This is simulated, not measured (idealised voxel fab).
Title: Process Module voxel tone inversion
Displayed cross-section: cut, width of 260 nm, square cells sized 5 nm.
Cross-section = grid of square cells, listed top down in bands; band = one or more rows.
Band: top and bottom heights (nm) first, top before bottom; then materials from left to right, widths in nm. "all across" marks a sole material filling the band edge to edge. "empty" denotes empty space.
Counting heights begins at 0, where everything beneath is, in the wafer as received, one material. The lowest band has no bottom; it goes on downwards, as "0 -> down" shows.
The expression "30->40" gives the width at the extremes of the band, the first number at its top row of cells and the second at its bottom row, with the width changing by equal amounts from each row to the next in between.
"changes: none", as given for a step, is the statement that not any cell of the cross-section underwent a change during that step.
You'll see "Enclosed cavity list" listing empty spaces that have no way open to the top, as long as they're 8 cells or more; the notation is width x height at distance, where the distance is from the left edge, and all of it is in nm.
Note: text after step settings on the step line = simulator remark on that step.
overlay nm: where the mask lay relative to plan, measured to the right, on steps with a mask; negatives go left.
**Here's what the planned process steps look like**
1) RECEIVE | material Si
2) CONFORMAL_DEP | material SiCN | thk nm 10
3) DIRECTIONAL_DEP | material aC | thk nm 20
4) PATTERN | tone cover | mask id POSTS | material resist | width nm 20 | pitch nm 45 | thk nm 30 | overlay nm 0
5) DIRECTIONAL_ETCH | etch materials aC | depth nm 20
6) STRIP | etch materials resist
7) FILL_DEP | material lowk | thk nm 10
8) CMP | height nm 30
9) STRIP | etch materials aC
10) CONFORMAL_DEP | material TiN | thk nm 5
11) FILL_DEP | material Cu | thk nm 5
12) CMP | height nm 30
13) CONFORMAL_DEP | material SiN | thk nm 5
**Cross-sectional view of the wafer in its as-received condition, corresponding to the state after step 1**
    0 -> down = Si all across
    Enclosed cavity list: none
**Post-module cross-section of the first of two wafers (run per plan)**
    35 -> 30 = SiN all across
    30 -> 15 = lowk (75), then TiN (5), then Cu (10), then TiN (5), then lowk (25), then TiN (5), then Cu (10), then TiN (5), then lowk (25), then TiN (5), then Cu (10), then TiN (5), then lowk (75)
    15 -> 10 = lowk (75), then TiN (20), then lowk (25), then TiN (20), then lowk (25), then TiN (20), then lowk (75)
    10 -> 0 = SiCN all across
    0 -> down = Si all across
    Enclosed cavity list: none
**Presented here is a cross-section of the second of the two wafers as it stood at the end of the module. It was started in the same manner and assigned the same plan as the first wafer; however, one mistake was made in its execution**
    35 -> 30 = TiN all across
    30 -> 15 = lowk (75), then TiN (5), then Cu (10), then TiN (5), then lowk (25), then TiN (5), then Cu (10), then TiN (5), then lowk (25), then TiN (5), then Cu (10), then TiN (5), then lowk (75)
    15 -> 10 = lowk (75), then TiN (20), then lowk (25), then TiN (20), then lowk (25), then TiN (20), then lowk (75)
    10 -> 0 = SiCN all across
    0 -> down = Si all across
    Enclosed cavity list: none
Finding, execution versus plan: in deviation from the planned setting, step 13 was conducted as CONFORMAL_DEP | material TiN | thk nm 5
Final cells, second wafer relative to first, materials higher or lower: SiN: 52 fewer; TiN: 52 more
